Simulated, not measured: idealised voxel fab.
The process module presented herein is designated voxel transistor to metal.
For reference, the cross-section in this document is cut, with width 185 nm and square cells of 5 nm.
How to read a cross-section here: the picture is a grid of square cells, written as bands going from the top down, and any band can span one or more rows of cells.
A band entry consists of two parts. The first gives the height of the band's top and the height of its bottom, in nm. The rest lists the band's materials from left to right, each with its width in nm. A single material labelled with the word "everywhere" fills the band from edge to edge, and the word "air" marks empty space.
Height is counted from the level 0, under which the received wafer is composed throughout of one material. The lowest of the bands is not closed at the bottom but continues downward, in the notation "from 0 down".
The expression "30->40" gives the width at the extremes of the band, the first number at its top row of cells and the second at its bottom row, with the width changing by equal amounts from each row to the next in between.
"no change occurred" means the step left every cell of the cross-section as it was.
Sealed void list: empty space of 8 cells or more with no open way to the top, each as width x height at its distance from the left edge, in nm
Step line, after settings: the simulator's comment on this step.
Regarding "overlay nm": on a step with a mask, it is the distance the mask lay to the right of its planned place; a negative value places it to the left.

**Steps in the process plan**
step 1: RECEIVE | material Si
step 2: OXIDIZE | depth nm 5
step 3: CONFORMAL_DEP | material SiN | thk nm 10
step 4: PATTERN | tone cover | mask id ACTIVE | material resist | width nm 120 | thk nm 15 | overlay nm 0
step 5: DIRECTIONAL_ETCH | etch materials SiN | depth nm 10
step 6: DIRECTIONAL_ETCH | etch materials SiO2 | depth nm 5
step 7: DIRECTIONAL_ETCH | etch materials Si | depth nm 25
step 8: STRIP | etch materials resist
step 9: OXIDIZE | depth nm 5
step 10: FILL_DEP | material SiO2 | thk nm 15
step 11: CMP | height nm 10
step 12: SELECTIVE_ETCH | etch materials SiO2 | depth nm 10
step 13: STRIP | etch materials SiN
step 14: SELECTIVE_ETCH | etch materials SiO2 | depth nm 5
step 15: OXIDIZE | depth nm 5
step 16: DIRECTIONAL_DEP | material polySi | thk nm 25
step 17: DIRECTIONAL_DEP | material SiCN | thk nm 15
step 18: PATTERN | tone cover | mask id GATE | material resist | width nm 30 | thk nm 15 | overlay nm 0
step 19: DIRECTIONAL_ETCH | etch materials SiCN | depth nm 25
step 20: DIRECTIONAL_ETCH | etch materials polySi | depth nm 35
step 21: STRIP | etch materials resist
step 22: CONFORMAL_DEP | material SiO2 | thk nm 5
step 23: DIRECTIONAL_ETCH | etch materials SiO2 | depth nm 5
step 24: CONFORMAL_DEP | material SiN | thk nm 5
step 25: DIRECTIONAL_ETCH | etch materials SiN | depth nm 5
step 26: DIRECTIONAL_ETCH | etch materials SiO2 | depth nm 5
step 27: DIRECTIONAL_ETCH | etch materials Si | depth nm 5
step 28: EPI | material nSi | thk nm 10
step 29: FILL_DEP | material SiO2 | thk nm 10
step 30: CMP | height nm 20
step 31: STRIP | etch materials polySi
step 32: SELECTIVE_ETCH | etch materials SiO2 | depth nm 5
step 33: CONFORMAL_DEP | material HfO2 | thk nm 5
step 34: CONFORMAL_DEP | material TiN | thk nm 5
step 35: FILL_DEP | material W | thk nm 5
step 36: CMP | height nm 15
step 37: DIRECTIONAL_DEP | material SiO2 | thk nm 10
step 38: DIRECTIONAL_DEP | material aC | thk nm 15
step 39: PATTERN | tone open | mask id CONTACT | material resist | width nm 20 | pitch nm 90 | thk nm 30 | overlay nm 0
step 40: DIRECTIONAL_ETCH | etch materials aC | depth nm 15
step 41: STRIP | etch materials resist
step 42: DIRECTIONAL_ETCH | etch materials SiO2 | depth nm 30
step 43: STRIP | etch materials aC
step 44: CONFORMAL_DEP | material TiN | thk nm 5
step 45: FILL_DEP | material Ru | thk nm 10
step 46: CMP | height nm 25
step 47: CONFORMAL_DEP | material SiN | thk nm 5
step 48: DIRECTIONAL_DEP | material lowk | thk nm 20
step 49: MASKED_ETCH | tone open | mask id METAL_1 | width nm 20 | pitch nm 90 | etch materials lowk | depth nm 20 | overlay nm 0
step 50: MASKED_ETCH | tone open | mask id METAL_1 | width nm 20 | pitch nm 90 | etch materials SiN | depth nm 5 | overlay nm 0
step 51: CONFORMAL_DEP | material TiN | thk nm 5
step 52: FILL_DEP | material W | thk nm 10
step 53: CMP | height nm 50
step 54: EPI | material Ru | thk nm 5
step 55: FILL_DEP | material SiCN | thk nm 5
step 56: DIRECTIONAL_DEP | material lowk | thk nm 30
step 57: PATTERN | tone open | mask id METAL_2_HOLES | material resist | width nm 15 | pitch nm 90 | thk nm 20 | overlay nm 0
step 58: DIRECTIONAL_ETCH | etch materials lowk | depth nm 30
step 59: STRIP | etch materials resist
step 60: PATTERN | tone open | mask id METAL_2 | material resist | width nm 20 | pitch nm 90 | thk nm 15 | overlay nm 0
step 61: DIRECTIONAL_ETCH | etch materials lowk | depth nm 20
step 62: DIRECTIONAL_ETCH | etch materials SiCN | depth nm 5
step 63: STRIP | etch materials resist
step 64: CONFORMAL_DEP | material TiN | thk nm 5
step 65: FILL_DEP | material Cu | thk nm 10
step 66: CMP | height nm 90
step 67: CONFORMAL_DEP | material SiN | thk nm 5

**The first wafer of two, processed as planned**

**Wafer as received: cross-section following step 1**
- from 0 down  Si everywhere
- Sealed void list: none

**You're looking at a cross-section of the wafer after step 2**
- from 0 to -5  SiO2 everywhere
- Beneath the level -5, the cross-section is identical to its previous state.

**You're looking at a cross-section of the wafer after step 3**
- from 10 to 0  SiN everywhere
- Beneath the level 0, the cross-section is identical to its previous state.

**You're looking at a cross-section of the wafer after step 4**
- from 25 to 10  air 30, then resist 120, then air 35
- Beneath the level 10, the cross-section is identical to its previous state.

**You're looking at a cross-section of the wafer after step 5**
- from 25 to 10  air 30, then resist 120, then air 35
- from 10 to 0  air 30, then SiN 120, then air 35
- Beneath the level 0, the cross-section is identical to its previous state.

**You're looking at a cross-section of the wafer after step 6**
- from 25 to 10  air 30, then resist 120, then air 35
- from 10 to 0  air 30, then SiN 120, then air 35
- from 0 to -5  air 30, then SiO2 120, then air 35
- Beneath the level -5, the cross-section is identical to its previous state.

**You're looking at a cross-section of the wafer after step 7**
- from 25 to 10  air 30, then resist 120, then air 35
- from 10 to 0  air 30, then SiN 120, then air 35
- from 0 to -5  air 30, then SiO2 120, then air 35
- from -5 to -30  air 30, then Si 120, then air 35
- Beneath the level -30, the cross-section is identical to its previous state.

**You're looking at a cross-section of the wafer after step 8**
- from 10 to 0  air 30, then SiN 120, then air 35
- Beneath the level 0, the cross-section is identical to its previous state.

**You're looking at a cross-section of the wafer after step 9**
- from 10 to 0  air 30, then SiN 120, then air 35
- from 0 to -5  air 30, then SiO2 120, then air 35
- from -5 to -30  air 30, then SiO2 5, then Si 110, then SiO2 5, then air 35
- from -30 to -35  SiO2 35, then Si 110, then SiO2 40
- Beneath the level -35, the cross-section is identical to its previous state.

**You're looking at a cross-section of the wafer after step 10**
- from 25 to 10  SiO2 everywhere
- from 10 to 0  SiO2 30, then SiN 120, then SiO2 35
- from 0 to -5  SiO2 everywhere
- from -5 to -35  SiO2 35, then Si 110, then SiO2 40
- Beneath the level -35, the cross-section is identical to its previous state.

**You're looking at a cross-section of the wafer after step 11**
- from 10 to 0  SiO2 30, then SiN 120, then SiO2 35
- Beneath the level 0, the cross-section is identical to its previous state.

**You're looking at a cross-section of the wafer after step 12**
- from 10 to 0  air 30, then SiN 120, then air 35
- Beneath the level 0, the cross-section is identical to its previous state.

**You're looking at a cross-section of the wafer after step 13**
- from 0 to -5  SiO2 everywhere
- Beneath the level -5, the cross-section is identical to its previous state.

**You're looking at a cross-section of the wafer after step 14**
- from -5 to -35  SiO2 35, then Si 110, then SiO2 40
- Beneath the level -35, the cross-section is identical to its previous state.

**You're looking at a cross-section of the wafer after step 15**
- from -5 to -10  SiO2 everywhere
- Beneath the level -10, the cross-section is identical to its previous state.

**You're looking at a cross-section of the wafer after step 16**
- from 20 to -5  polySi everywhere
- Beneath the level -5, the cross-section is identical to its previous state.

**You're looking at a cross-section of the wafer after step 17**
- from 35 to 20  SiCN everywhere
- Beneath the level 20, the cross-section is identical to its previous state.

**You're looking at a cross-section of the wafer after step 18**
- from 50 to 35  air 75, then resist 30, then air 80
- Beneath the level 35, the cross-section is identical to its previous state.

**You're looking at a cross-section of the wafer after step 19**
- from 50 to 35  air 75, then resist 30, then air 80
- from 35 to 20  air 75, then SiCN 30, then air 80
- Beneath the level 20, the cross-section is identical to its previous state.

**You're looking at a cross-section of the wafer after step 20**
- from 50 to 35  air 75, then resist 30, then air 80
- from 35 to 20  air 75, then SiCN 30, then air 80
- from 20 to -5  air 75, then polySi 30, then air 80
- Beneath the level -5, the cross-section is identical to its previous state.

**You're looking at a cross-section of the wafer after step 21**
- from 35 to 20  air 75, then SiCN 30, then air 80
- Beneath the level 20, the cross-section is identical to its previous state.

**You're looking at a cross-section of the wafer after step 22**
- from 40 to 35  air 70, then SiO2 40, then air 75
- from 35 to 20  air 70, then SiO2 5, then SiCN 30, then SiO2 5, then air 75
- from 20 to 0  air 70, then SiO2 5, then polySi 30, then SiO2 5, then air 75
- from 0 to -5  SiO2 75, then polySi 30, then SiO2 80
- Beneath the level -5, the cross-section is identical to its previous state.

**You're looking at a cross-section of the wafer after step 23**
- from 35 to 20  air 70, then SiO2 5, then SiCN 30, then SiO2 5, then air 75
- from 20 to -5  air 70, then SiO2 5, then polySi 30, then SiO2 5, then air 75
- Beneath the level -5, the cross-section is identical to its previous state.

**You're looking at a cross-section of the wafer after step 24**
- from 40 to 35  air 65, then SiN 50, then air 70
- from 35 to 20  air 65, then SiN 5, then SiO2 5, then SiCN 30, then SiO2 5, then SiN 5, then air 70
- from 20 to 0  air 65, then SiN 5, then SiO2 5, then polySi 30, then SiO2 5, then SiN 5, then air 70
- from 0 to -5  SiN 70, then SiO2 5, then polySi 30, then SiO2 5, then SiN 75
- Beneath the level -5, the cross-section is identical to its previous state.

**You're looking at a cross-section of the wafer after step 25**
- from 35 to 20  air 65, then SiN 5, then SiO2 5, then SiCN 30, then SiO2 5, then SiN 5, then air 70
- from 20 to -5  air 65, then SiN 5, then SiO2 5, then polySi 30, then SiO2 5, then SiN 5, then air 70
- Beneath the level -5, the cross-section is identical to its previous state.

**You're looking at a cross-section of the wafer after step 26**
- from 35 to 30  air 65, then SiN 5, then air 5, then SiCN 30, then air 5, then SiN 5, then air 70
- from 30 to 20  air 65, then SiN 5, then SiO2 5, then SiCN 30, then SiO2 5, then SiN 5, then air 70
- from 20 to -5  air 65, then SiN 5, then SiO2 5, then polySi 30, then SiO2 5, then SiN 5, then air 70
- from -5 to -10  air 65, then SiO2 50, then air 70
- Beneath the level -10, the cross-section is identical to its previous state.

**You're looking at a cross-section of the wafer after step 27**
- from 35 to 30  air 65, then SiN 5, then air 5, then SiCN 30, then air 5, then SiN 5, then air 70
- from 30 to 20  air 65, then SiN 5, then SiO2 5, then SiCN 30, then SiO2 5, then SiN 5, then air 70
- from 20 to -5  air 65, then SiN 5, then SiO2 5, then polySi 30, then SiO2 5, then SiN 5, then air 70
- from -5 to -10  air 65, then SiO2 50, then air 70
- from -10 to -15  SiO2 35, then air 30, then Si 50, then air 30, then SiO2 40
- Beneath the level -15, the cross-section is identical to its previous state.

**You're looking at a cross-section of the wafer after step 28**
- from 35 to 30  air 65, then SiN 5, then air 5, then SiCN 30, then air 5, then SiN 5, then air 70
- from 30 to 20  air 65, then SiN 5, then SiO2 5, then SiCN 30, then SiO2 5, then SiN 5, then air 70
- from 20 to 0  air 65, then SiN 5, then SiO2 5, then polySi 30, then SiO2 5, then SiN 5, then air 70
- from 0 to -5  air 55, then nSi 10, then SiN 5, then SiO2 5, then polySi 30, then SiO2 5, then SiN 5, then nSi 10, then air 60
- from -5 to -10  air 30, then nSi 35, then SiO2 50, then nSi 35, then air 35
- from -10 to -15  SiO2 35, then nSi 30, then Si 50, then nSi 30, then SiO2 40
- Beneath the level -15, the cross-section is identical to its previous state.

**You're looking at a cross-section of the wafer after step 29**
- from 45 to 35  SiO2 everywhere
- from 35 to 20  SiO2 65, then SiN 5, then SiO2 5, then SiCN 30, then SiO2 5, then SiN 5, then SiO2 70
- from 20 to 0  SiO2 65, then SiN 5, then SiO2 5, then polySi 30, then SiO2 5, then SiN 5, then SiO2 70
- from 0 to -5  SiO2 55, then nSi 10, then SiN 5, then SiO2 5, then polySi 30, then SiO2 5, then SiN 5, then nSi 10, then SiO2 60
- from -5 to -10  SiO2 30, then nSi 35, then SiO2 50, then nSi 35, then SiO2 35
- Beneath the level -10, the cross-section is identical to its previous state.

**You're looking at a cross-section of the wafer after step 30**
- from 20 to 0  SiO2 65, then SiN 5, then SiO2 5, then polySi 30, then SiO2 5, then SiN 5, then SiO2 70
- Beneath the level 0, the cross-section is identical to its previous state.

**You're looking at a cross-section of the wafer after step 31**
- from 20 to 0  SiO2 65, then SiN 5, then SiO2 5, then air 30, then SiO2 5, then SiN 5, then SiO2 70
- from 0 to -5  SiO2 55, then nSi 10, then SiN 5, then SiO2 5, then air 30, then SiO2 5, then SiN 5, then nSi 10, then SiO2 60
- Beneath the level -5, the cross-section is identical to its previous state.

**You're looking at a cross-section of the wafer after step 32**
- from 20 to 15  air 65, then SiN 5, then air 40, then SiN 5, then air 70
- from 15 to 0  SiO2 65, then SiN 5, then air 40, then SiN 5, then SiO2 70
- from 0 to -5  SiO2 55, then nSi 10, then SiN 5, then air 40, then SiN 5, then nSi 10, then SiO2 60
- from -5 to -10  SiO2 30, then nSi 35, then SiO2 5, then air 40, then SiO2 5, then nSi 35, then SiO2 35
- Beneath the level -10, the cross-section is identical to its previous state.

**You're looking at a cross-section of the wafer after step 33**
- from 25 to 20  air 60, then HfO2 15, then air 30, then HfO2 15, then air 65
- from 20 to 15  HfO2 65, then SiN 5, then HfO2 5, then air 30, then HfO2 5, then SiN 5, then HfO2 70
- from 15 to 0  SiO2 65, then SiN 5, then HfO2 5, then air 30, then HfO2 5, then SiN 5, then SiO2 70
- from 0 to -5  SiO2 55, then nSi 10, then SiN 5, then HfO2 5, then air 30, then HfO2 5, then SiN 5, then nSi 10, then SiO2 60
- from -5 to -10  SiO2 30, then nSi 35, then SiO2 5, then HfO2 40, then SiO2 5, then nSi 35, then SiO2 35
- Beneath the level -10, the cross-section is identical to its previous state.

**You're looking at a cross-section of the wafer after step 34**
- from 30 to 25  air 55, then TiN 25, then air 20, then TiN 25, then air 60
- from 25 to 20  TiN 60, then HfO2 15, then TiN 5, then air 20, then TiN 5, then HfO2 15, then TiN 65
- from 20 to 15  HfO2 65, then SiN 5, then HfO2 5, then TiN 5, then air 20, then TiN 5, then HfO2 5, then SiN 5, then HfO2 70
- from 15 to 0  SiO2 65, then SiN 5, then HfO2 5, then TiN 5, then air 20, then TiN 5, then HfO2 5, then SiN 5, then SiO2 70
- from 0 to -5  SiO2 55, then nSi 10, then SiN 5, then HfO2 5, then TiN 30, then HfO2 5, then SiN 5, then nSi 10, then SiO2 60
- Beneath the level -5, the cross-section is identical to its previous state.

**You're looking at a cross-section of the wafer after step 35**
- from 35 to 30  W everywhere
- from 30 to 25  W 55, then TiN 25, then W 20, then TiN 25, then W 60
- from 25 to 20  TiN 60, then HfO2 15, then TiN 5, then W 20, then TiN 5, then HfO2 15, then TiN 65
- from 20 to 15  HfO2 65, then SiN 5, then HfO2 5, then TiN 5, then W 20, then TiN 5, then HfO2 5, then SiN 5, then HfO2 70
- from 15 to 0  SiO2 65, then SiN 5, then HfO2 5, then TiN 5, then W 20, then TiN 5, then HfO2 5, then SiN 5, then SiO2 70
- Beneath the level 0, the cross-section is identical to its previous state.

**You're looking at a cross-section of the wafer after step 36**
- from 15 to 0  SiO2 65, then SiN 5, then HfO2 5, then TiN 5, then W 20, then TiN 5, then HfO2 5, then SiN 5, then SiO2 70
- Beneath the level 0, the cross-section is identical to its previous state.

**You're looking at a cross-section of the wafer after step 37**
- from 25 to 15  SiO2 everywhere
- Beneath the level 15, the cross-section is identical to its previous state.

**You're looking at a cross-section of the wafer after step 38**
- from 40 to 25  aC everywhere
- Beneath the level 25, the cross-section is identical to its previous state.

**You're looking at a cross-section of the wafer after step 39**
- from 70 to 40  resist 35, then air 20, then resist 70, then air 20, then resist 40
- Beneath the level 40, the cross-section is identical to its previous state.

**You're looking at a cross-section of the wafer after step 40**
- from 55 to 40  resist 35, then air 20, then resist 70, then air 20, then resist 40
- from 40 to 25  aC 35, then air 20, then aC 70, then air 20, then aC 40
- Beneath the level 25, the cross-section is identical to its previous state.

**You're looking at a cross-section of the wafer after step 41**
- from 40 to 25  aC 35, then air 20, then aC 70, then air 20, then aC 40
- Beneath the level 25, the cross-section is identical to its previous state.

**You're looking at a cross-section of the wafer after step 42**
- from 40 to 25  aC 35, then air 20, then aC 70, then air 20, then aC 40
- from 25 to 15  SiO2 35, then air 20, then SiO2 70, then air 20, then SiO2 40
- from 15 to 0  SiO2 35, then air 20, then SiO2 10, then SiN 5, then HfO2 5, then TiN 5, then W 20, then TiN 5, then HfO2 5, then SiN 5, then SiO2 10, then air 20, then SiO2 40
- from 0 to -5  SiO2 35, then air 20, then nSi 10, then SiN 5, then HfO2 5, then TiN 30, then HfO2 5, then SiN 5, then nSi 10, then air 20, then SiO2 40
- Beneath the level -5, the cross-section is identical to its previous state.

**You're looking at a cross-section of the wafer after step 43**
- from 25 to 15  SiO2 35, then air 20, then SiO2 70, then air 20, then SiO2 40
- Beneath the level 15, the cross-section is identical to its previous state.

**You're looking at a cross-section of the wafer after step 44**
- from 30 to 25  TiN 40, then air 10, then TiN 80, then air 10, then TiN 45
- from 25 to 15  SiO2 35, then TiN 5, then air 10, then TiN 5, then SiO2 70, then TiN 5, then air 10, then TiN 5, then SiO2 40
- from 15 to 0  SiO2 35, then TiN 5, then air 10, then TiN 5, then SiO2 10, then SiN 5, then HfO2 5, then TiN 5, then W 20, then TiN 5, then HfO2 5, then SiN 5, then SiO2 10, then TiN 5, then air 10, then TiN 5, then SiO2 40
- from 0 to -5  SiO2 35, then TiN 20, then nSi 10, then SiN 5, then HfO2 5, then TiN 30, then HfO2 5, then SiN 5, then nSi 10, then TiN 20, then SiO2 40
- Beneath the level -5, the cross-section is identical to its previous state.

**You're looking at a cross-section of the wafer after step 45**
- from 40 to 30  Ru everywhere
- from 30 to 25  TiN 40, then Ru 10, then TiN 80, then Ru 10, then TiN 45
- from 25 to 15  SiO2 35, then TiN 5, then Ru 10, then TiN 5, then SiO2 70, then TiN 5, then Ru 10, then TiN 5, then SiO2 40
- from 15 to 0  SiO2 35, then TiN 5, then Ru 10, then TiN 5, then SiO2 10, then SiN 5, then HfO2 5, then TiN 5, then W 20, then TiN 5, then HfO2 5, then SiN 5, then SiO2 10, then TiN 5, then Ru 10, then TiN 5, then SiO2 40
- Beneath the level 0, the cross-section is identical to its previous state.

**You're looking at a cross-section of the wafer after step 46**
- from 25 to 15  SiO2 35, then TiN 5, then Ru 10, then TiN 5, then SiO2 70, then TiN 5, then Ru 10, then TiN 5, then SiO2 40
- Beneath the level 15, the cross-section is identical to its previous state.

**You're looking at a cross-section of the wafer after step 47**
- from 30 to 25  SiN everywhere
- Beneath the level 25, the cross-section is identical to its previous state.

**You're looking at a cross-section of the wafer after step 48**
- from 50 to 30  lowk everywhere
- Beneath the level 30, the cross-section is identical to its previous state.

**You're looking at a cross-section of the wafer after step 49**
- from 50 to 30  lowk 35, then air 20, then lowk 70, then air 20, then lowk 40
- Beneath the level 30, the cross-section is identical to its previous state.

**You're looking at a cross-section of the wafer after step 50**
- from 50 to 30  lowk 35, then air 20, then lowk 70, then air 20, then lowk 40
- from 30 to 25  SiN 35, then air 20, then SiN 70, then air 20, then SiN 40
- Beneath the level 25, the cross-section is identical to its previous state.

**You're looking at a cross-section of the wafer after step 51**
- from 55 to 50  TiN 40, then air 10, then TiN 80, then air 10, then TiN 45
- from 50 to 30  lowk 35, then TiN 5, then air 10, then TiN 5, then lowk 70, then TiN 5, then air 10, then TiN 5, then lowk 40
- from 30 to 25  SiN 35, then TiN 20, then SiN 70, then TiN 20, then SiN 40
- Beneath the level 25, the cross-section is identical to its previous state.

**You're looking at a cross-section of the wafer after step 52**
- from 65 to 55  W everywhere
- from 55 to 50  TiN 40, then W 10, then TiN 80, then W 10, then TiN 45
- from 50 to 30  lowk 35, then TiN 5, then W 10, then TiN 5, then lowk 70, then TiN 5, then W 10, then TiN 5, then lowk 40
- Beneath the level 30, the cross-section is identical to its previous state.

**You're looking at a cross-section of the wafer after step 53**
- from 50 to 30  lowk 35, then TiN 5, then W 10, then TiN 5, then lowk 70, then TiN 5, then W 10, then TiN 5, then lowk 40
- Beneath the level 30, the cross-section is identical to its previous state.

**You're looking at a cross-section of the wafer after step 54**
- from 55 to 50  air 30, then Ru 30, then air 60, then Ru 30, then air 35
- Beneath the level 50, the cross-section is identical to its previous state.

**You're looking at a cross-section of the wafer after step 55**
- from 60 to 55  SiCN everywhere
- from 55 to 50  SiCN 30, then Ru 30, then SiCN 60, then Ru 30, then SiCN 35
- Beneath the level 50, the cross-section is identical to its previous state.

**You're looking at a cross-section of the wafer after step 56**
- from 90 to 60  lowk everywhere
- Beneath the level 60, the cross-section is identical to its previous state.

**You're looking at a cross-section of the wafer after step 57**
- from 110 to 90  resist 35, then air 15, then resist 75, then air 15, then resist 45
- Beneath the level 90, the cross-section is identical to its previous state.

**You're looking at a cross-section of the wafer after step 58**
- from 110 to 90  resist 35, then air 15, then resist 75, then air 15, then resist 45
- from 90 to 60  lowk 35, then air 15, then lowk 75, then air 15, then lowk 45
- Beneath the level 60, the cross-section is identical to its previous state.

**You're looking at a cross-section of the wafer after step 59**
- from 90 to 60  lowk 35, then air 15, then lowk 75, then air 15, then lowk 45
- Beneath the level 60, the cross-section is identical to its previous state.

**You're looking at a cross-section of the wafer after step 60**
- from 105 to 90  resist 35, then air 20, then resist 70, then air 20, then resist 40
- Beneath the level 90, the cross-section is identical to its previous state.

**You're looking at a cross-section of the wafer after step 61**
- from 105 to 90  resist 35, then air 20, then resist 70, then air 20, then resist 40
- from 90 to 70  lowk 35, then air 20, then lowk 70, then air 20, then lowk 40
- Beneath the level 70, the cross-section is identical to its previous state.

**You're looking at a cross-section of the wafer after step 62**
- from 105 to 90  resist 35, then air 20, then resist 70, then air 20, then resist 40
- from 90 to 70  lowk 35, then air 20, then lowk 70, then air 20, then lowk 40
- from 70 to 60  lowk 35, then air 15, then lowk 75, then air 15, then lowk 45
- from 60 to 55  SiCN 35, then air 15, then SiCN 75, then air 15, then SiCN 45
- Beneath the level 55, the cross-section is identical to its previous state.

**You're looking at a cross-section of the wafer after step 63**
- from 90 to 70  lowk 35, then air 20, then lowk 70, then air 20, then lowk 40
- Beneath the level 70, the cross-section is identical to its previous state.

**You're looking at a cross-section of the wafer after step 64**
- from 95 to 90  TiN 40, then air 10, then TiN 80, then air 10, then TiN 45
- from 90 to 75  lowk 35, then TiN 5, then air 10, then TiN 5, then lowk 70, then TiN 5, then air 10, then TiN 5, then lowk 40
- from 75 to 70  lowk 35, then TiN 5, then air 5, then TiN 10, then lowk 70, then TiN 5, then air 5, then TiN 10, then lowk 40
- from 70 to 60  lowk 35, then TiN 5, then air 5, then TiN 5, then lowk 75, then TiN 5, then air 5, then TiN 5, then lowk 45
- from 60 to 55  SiCN 35, then TiN 15, then SiCN 75, then TiN 15, then SiCN 45
- Beneath the level 55, the cross-section is identical to its previous state.

**You're looking at a cross-section of the wafer after step 65**
- from 105 to 95  Cu everywhere
- from 95 to 90  TiN 40, then Cu 10, then TiN 80, then Cu 10, then TiN 45
- from 90 to 75  lowk 35, then TiN 5, then Cu 10, then TiN 5, then lowk 70, then TiN 5, then Cu 10, then TiN 5, then lowk 40
- from 75 to 70  lowk 35, then TiN 5, then Cu 5, then TiN 10, then lowk 70, then TiN 5, then Cu 5, then TiN 10, then lowk 40
- from 70 to 60  lowk 35, then TiN 5, then Cu 5, then TiN 5, then lowk 75, then TiN 5, then Cu 5, then TiN 5, then lowk 45
- Beneath the level 60, the cross-section is identical to its previous state.

**You're looking at a cross-section of the wafer after step 66**
- from 90 to 75  lowk 35, then TiN 5, then Cu 10, then TiN 5, then lowk 70, then TiN 5, then Cu 10, then TiN 5, then lowk 40
- Beneath the level 75, the cross-section is identical to its previous state.

**You're looking at a cross-section of the wafer after step 67**
- from 95 to 90  SiN everywhere
- Beneath the level 90, the cross-section is identical to its previous state.

**Regarding the second of the two wafers: it shared the first wafer's starting condition and process plan, yet one error occurred during its execution. Its history coincides with that of the first wafer up to and including step 65**

**Cross-section of the second wafer when, according to plan, step 66 should have finished**
- from 95 to 90  TiN 40, then Cu 10, then TiN 80, then Cu 10, then TiN 45
- Beneath the level 90, the cross-section is identical to its previous state.

**Cross-section of the second wafer when, according to plan, step 67 should have finished**
- from 100 to 95  SiN everywhere
- Beneath the level 95, the cross-section is identical to its previous state.
What was done differently from what was planned? heads up, step 66 didn't go per plan, it actually ran as CMP | height nm 95
FYI, end of process, the second wafer has more or fewer cells of some materials than the first: 4 more of Cu, 33 more of TiN
